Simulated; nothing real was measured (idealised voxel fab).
Documented hereafter: the process module known as voxel wiring stack.
Cross-section cut: width 200 nm, square cells of 5 nm.
In what follows, cross-sections appear as grids of square cells, described through bands that run from the top down, where every band is one or more rows of cells.
In this notation a band is specified by the heights of its top and bottom, in that order and in nm, after which its materials appear from left to right, each paired with its width in nm. The word "full width" attached to a single material means that material fills the band from edge to edge; the word "blank" stands for empty space.
A quick word on heights: they are counted from 0, and under that level the wafer as it came to us is one material throughout. The lowest band is different from the rest in having no bottom; it simply continues downward, written as in "from 0 down".
A two-number width, for instance "30 to 40", indicates that the width is equal to the first number in the top row of the band and to the second number in the bottom row, and that it changes by a constant amount per row of cells.
No cell of the cross-section changed in a step that is given as "nothing changed".
Each empty space that has no open way to the top and spans at least 8 cells appears under "Closed internal cavities" as width x height at distance, the distance counted from the left edge, all in nm.
Anything after a step's settings on that line? It's the simulator's own note about the step.
On any step carrying a mask, the "overlay nm" setting, if present on the step's line, tells how far right of its planned place the mask lay; negative values point to the left.

[Planned process steps]
| 1 | RECEIVE (material Si) |
| 2 | CONFORMAL_DEP (material SiO2; thk nm 15) |
| 3 | DIRECTIONAL_DEP (material TiN; thk nm 5) |
| 4 | DIRECTIONAL_DEP (material Ru; thk nm 10) |
| 5 | MASKED_ETCH (tone cover; mask id METAL_1; width nm 30; pitch nm 60; etch materials Ru; depth nm 15; overlay nm 0) |
| 6 | MASKED_ETCH (tone cover; mask id METAL_1; width nm 30; pitch nm 60; etch materials TiN; depth nm 5; overlay nm 0) |
| 7 | FILL_DEP (material lowk; thk nm 5) |
| 8 | CMP (height nm 35) |
| 9 | CONFORMAL_DEP (material SiCN; thk nm 5) |
| 10 | DIRECTIONAL_DEP (material lowk; thk nm 20) |
| 11 | PATTERN (tone open; mask id PLUG_1; material resist; width nm 15; pitch nm 60; thk nm 15; overlay nm 0) |
| 12 | DIRECTIONAL_ETCH (etch materials lowk; depth nm 20) |
| 13 | DIRECTIONAL_ETCH (etch materials SiCN; depth nm 5) |
| 14 | STRIP (etch materials resist) |
| 15 | CONFORMAL_DEP (material TiN; thk nm 5) |
| 16 | FILL_DEP (material Cu; thk nm 5) |
| 17 | CMP (height nm 60) |
| 18 | DIRECTIONAL_DEP (material TiN; thk nm 5) |
| 19 | DIRECTIONAL_DEP (material W; thk nm 15) |
| 20 | PATTERN (tone cover; mask id METAL_2; material resist; width nm 30; pitch nm 60; thk nm 20; overlay nm 0) |
| 21 | DIRECTIONAL_ETCH (etch materials W; depth nm 15) |
| 22 | DIRECTIONAL_ETCH (etch materials TiN; depth nm 5) |
| 23 | STRIP (etch materials resist) |
| 24 | CONFORMAL_DEP (material SiCN; thk nm 5) |
| 25 | FILL_DEP (material lowk; thk nm 10) |
| 26 | CMP (height nm 80) |
| 27 | CONFORMAL_DEP (material SiCN; thk nm 5) |
| 28 | DIRECTIONAL_DEP (material SiO2; thk nm 20) |
| 29 | MASKED_ETCH (tone open; mask id PLUG_2; width nm 15; pitch nm 60; etch materials SiO2; depth nm 20; overlay nm 0) |
| 30 | MASKED_ETCH (tone open; mask id PLUG_2; width nm 15; pitch nm 60; etch materials SiCN; depth nm 5; overlay nm 0) |
| 31 | EPI (material Ru; thk nm 10) |
| 32 | EPI (material Ru; thk nm 10) |
| 33 | EPI (material Ru; thk nm 5) |
| 34 | DIRECTIONAL_DEP (material TiN; thk nm 5) |
| 35 | DIRECTIONAL_DEP (material W; thk nm 25) |
| 36 | MASKED_ETCH (tone cover; mask id METAL_3; width nm 30; pitch nm 60; etch materials W; depth nm 25; overlay nm 0) |
| 37 | MASKED_ETCH (tone cover; mask id METAL_3; width nm 30; pitch nm 60; etch materials TiN; depth nm 5; overlay nm 0) |
| 38 | CONFORMAL_DEP (material SiN; thk nm 5) |
| 39 | FILL_DEP (material lowk; thk nm 10) |
| 40 | CMP (height nm 135) |
| 41 | CONFORMAL_DEP (material SiN; thk nm 5) |
varied across the wafers: thk nm of step 4. The plan shows the first wafer's value. All wafers start alike

[After step 1, as received: first of several wafers, cross-section]
> from 0 down = Si full width
> Closed internal cavities: none

[Row per wafer, end-of-module: cell gain (+)/loss (-) by material since the wafer came in, then closed voids]
thk nm 10; +8 Cu; +54 Ru; +108 SiCN; +88 SiN; +256 SiO2; +58 TiN; +96 W; +452 lowk; Closed internal cavities: none
thk nm 15; +8 Cu; +66 Ru; +108 SiCN; +88 SiN; +256 SiO2; +58 TiN; +96 W; +440 lowk; Closed internal cavities: none
thk nm 20; +8 Cu; +94 Ru; +108 SiCN; +88 SiN; +256 SiO2; +86 TiN; +96 W; +384 lowk; Closed internal cavities: none
thk nm 25; +8 Cu; +122 Ru; +108 SiCN; +88 SiN; +256 SiO2; +86 TiN; +96 W; +356 lowk; Closed internal cavities: none
thk nm 30; +8 Cu; +150 Ru; +108 SiCN; +88 SiN; +256 SiO2; +86 TiN; +96 W; +328 lowk; Closed internal cavities: none
